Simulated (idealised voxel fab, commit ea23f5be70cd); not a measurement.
Documented hereafter: the process module known as voxel quadruple lines.
It is cross-section cut that appears here, measuring 140 nm in width, its square cells being 5 nm in size.
For the purposes of this document, a cross-section shall be understood as a grid of square cells, specified as bands listed in top-to-bottom order, each band consisting of one or more rows of cells.
In this notation a band is specified by the heights of its top and bottom, in that order and in nm, after which its materials appear from left to right, each paired with its width in nm. The word "throughout" attached to a single material means that material fills the band from edge to edge; the word "blank" stands for empty space.
Heights from 0 (as-received wafer is one material below). Bottom band endless downward, as "0 -> down".
Top row gets the first number, bottom row gets the second, and each row in between changes by the same step: that is how a band width like "30->40" works.
Key: "stayed the same" - step with no changed cell in the cross-section.
Voids not open to the top, 8 cells minimum: see "Trapped void list". Written width x height at distance; distance is from the left edge; nm.
Text after the settings on a step's line: the simulator's own remark on that step.
Steps that use a mask can have "overlay nm" on their line. It says how far the mask sat to the right of where it was meant to be. Negative means to the left.
### Steps in the process plan
step 1: RECEIVE (material Si)
step 2: CONFORMAL_DEP (material Al2O3; thk nm 10)
step 3: DIRECTIONAL_DEP (material W; thk nm 15)
step 4: DIRECTIONAL_DEP (material polySi; thk nm 20)
step 5: DIRECTIONAL_DEP (material aC; thk nm 20)
step 6: PATTERN (tone cover; mask id MANDREL; material resist; width nm 20; thk nm 25; overlay nm 0)
step 7: DIRECTIONAL_ETCH (etch materials aC; depth nm 20)
step 8: STRIP (etch materials resist)
step 9: CONFORMAL_DEP (material SiO2; thk nm 10)
step 10: DIRECTIONAL_ETCH (etch materials SiO2; depth nm 10)
step 11: STRIP (etch materials aC)
step 12: DIRECTIONAL_ETCH (etch materials polySi; depth nm 20)
step 13: STRIP (etch materials SiO2)
step 14: CONFORMAL_DEP (material SiN; thk nm 5)
step 15: DIRECTIONAL_ETCH (etch materials SiN; depth nm 5)
step 16: STRIP (etch materials polySi)
step 17: DIRECTIONAL_ETCH (etch materials W; depth nm 15)
step 18: STRIP (etch materials SiN)
step 19: FILL_DEP (material lowk; thk nm 5)
step 20: CMP (height nm 25)
### What follows covers the first of two wafers; it ran as planned
### Cross-section of the wafer at receipt, which is the condition after step 1
    0 -> down  Si throughout
    Trapped void list: none
### You're looking at a cross-section of the wafer after step 2
    10 -> 0  Al2O3 throughout
    Everything below 0 is unchanged.
### You're looking at a cross-section of the wafer after step 3
    25 -> 10  W throughout
    Everything below 10 is unchanged.
### You're looking at a cross-section of the wafer after step 4
    45 -> 25  polySi throughout
    Everything below 25 is unchanged.
### You're looking at a cross-section of the wafer after step 5
    65 -> 45  aC throughout
    Everything below 45 is unchanged.
### You're looking at a cross-section of the wafer after step 6
    90 -> 65  blank: 60, resist: 20, blank: 60
    Everything below 65 is unchanged.
### You're looking at a cross-section of the wafer after step 7
    70 -> 65  blank: 60, resist: 20, blank: 60
    65 -> 45  blank: 60, aC: 20, blank: 60
    Everything below 45 is unchanged.
### You're looking at a cross-section of the wafer after step 8
    65 -> 45  blank: 60, aC: 20, blank: 60
    Everything below 45 is unchanged.
### You're looking at a cross-section of the wafer after step 9
    75 -> 65  blank: 50, SiO2: 40, blank: 50
    65 -> 55  blank: 50, SiO2: 10, aC: 20, SiO2: 10, blank: 50
    55 -> 45  SiO2: 60, aC: 20, SiO2: 60
    Everything below 45 is unchanged.
### You're looking at a cross-section of the wafer after step 10
    65 -> 45  blank: 50, SiO2: 10, aC: 20, SiO2: 10, blank: 50
    Everything below 45 is unchanged.
### You're looking at a cross-section of the wafer after step 11
    65 -> 45  blank: 50, SiO2: 10, blank: 20, SiO2: 10, blank: 50
    Everything below 45 is unchanged.
### You're looking at a cross-section of the wafer after step 12
    65 -> 45  blank: 50, SiO2: 10, blank: 20, SiO2: 10, blank: 50
    45 -> 25  blank: 50, polySi: 10, blank: 20, polySi: 10, blank: 50
    Everything below 25 is unchanged.
### You're looking at a cross-section of the wafer after step 13
    45 -> 25  blank: 50, polySi: 10, blank: 20, polySi: 10, blank: 50
    Everything below 25 is unchanged.
### You're looking at a cross-section of the wafer after step 14
    50 -> 45  blank: 45, SiN: 20, blank: 10, SiN: 20, blank: 45
    45 -> 30  blank: 45, SiN: 5, polySi: 10, SiN: 5, blank: 10, SiN: 5, polySi: 10, SiN: 5, blank: 45
    30 -> 25  SiN: 50, polySi: 10, SiN: 20, polySi: 10, SiN: 50
    Everything below 25 is unchanged.
### You're looking at a cross-section of the wafer after step 15
    45 -> 25  blank: 45, SiN: 5, polySi: 10, SiN: 5, blank: 10, SiN: 5, polySi: 10, SiN: 5, blank: 45
    Everything below 25 is unchanged.
### You're looking at a cross-section of the wafer after step 16
    45 -> 25  blank: 45, SiN: 5, blank: 10, SiN: 5, blank: 10, SiN: 5, blank: 10, SiN: 5, blank: 45
    Everything below 25 is unchanged.
### You're looking at a cross-section of the wafer after step 17
    45 -> 25  blank: 45, SiN: 5, blank: 10, SiN: 5, blank: 10, SiN: 5, blank: 10, SiN: 5, blank: 45
    25 -> 10  blank: 45, W: 5, blank: 10, W: 5, blank: 10, W: 5, blank: 10, W: 5, blank: 45
    Everything below 10 is unchanged.
### You're looking at a cross-section of the wafer after step 18
    25 -> 10  blank: 45, W: 5, blank: 10, W: 5, blank: 10, W: 5, blank: 10, W: 5, blank: 45
    Everything below 10 is unchanged.
### You're looking at a cross-section of the wafer after step 19
    30 -> 25  lowk throughout
    25 -> 10  lowk: 45, W: 5, lowk: 10, W: 5, lowk: 10, W: 5, lowk: 10, W: 5, lowk: 45
    Everything below 10 is unchanged.
### You're looking at a cross-section of the wafer after step 20
    25 -> 10  lowk: 45, W: 5, lowk: 10, W: 5, lowk: 10, W: 5, lowk: 10, W: 5, lowk: 45
    Everything below 10 is unchanged.
### Wafer two: like wafer one in start and plan, but with one mistake in execution; identical up to and including step 17
Second wafer at the planned finish of step 18, seen in cross-section: stayed the same
### Second wafer at the planned finish of step 19, seen in cross-section
    50 -> 45  lowk throughout
    45 -> 25  lowk: 45, SiN: 5, lowk: 10, SiN: 5, lowk: 10, SiN: 5, lowk: 10, SiN: 5, lowk: 45
    25 -> 10  lowk: 45, W: 5, lowk: 10, W: 5, lowk: 10, W: 5, lowk: 10, W: 5, lowk: 45
    Everything below 10 is unchanged.
### Second wafer at the planned finish of step 20, seen in cross-section
    25 -> 10  lowk: 45, W: 5, lowk: 10, W: 5, lowk: 10, W: 5, lowk: 10, W: 5, lowk: 45
    Everything below 10 is unchanged.
It is concluded that the wafer was processed incorrectly with respect to the plan, in that heads up, step 18 of the plan was skipped and never actually ran
At process end the two wafers are indistinguishable in cross-section, so the error does not change what this model computes.
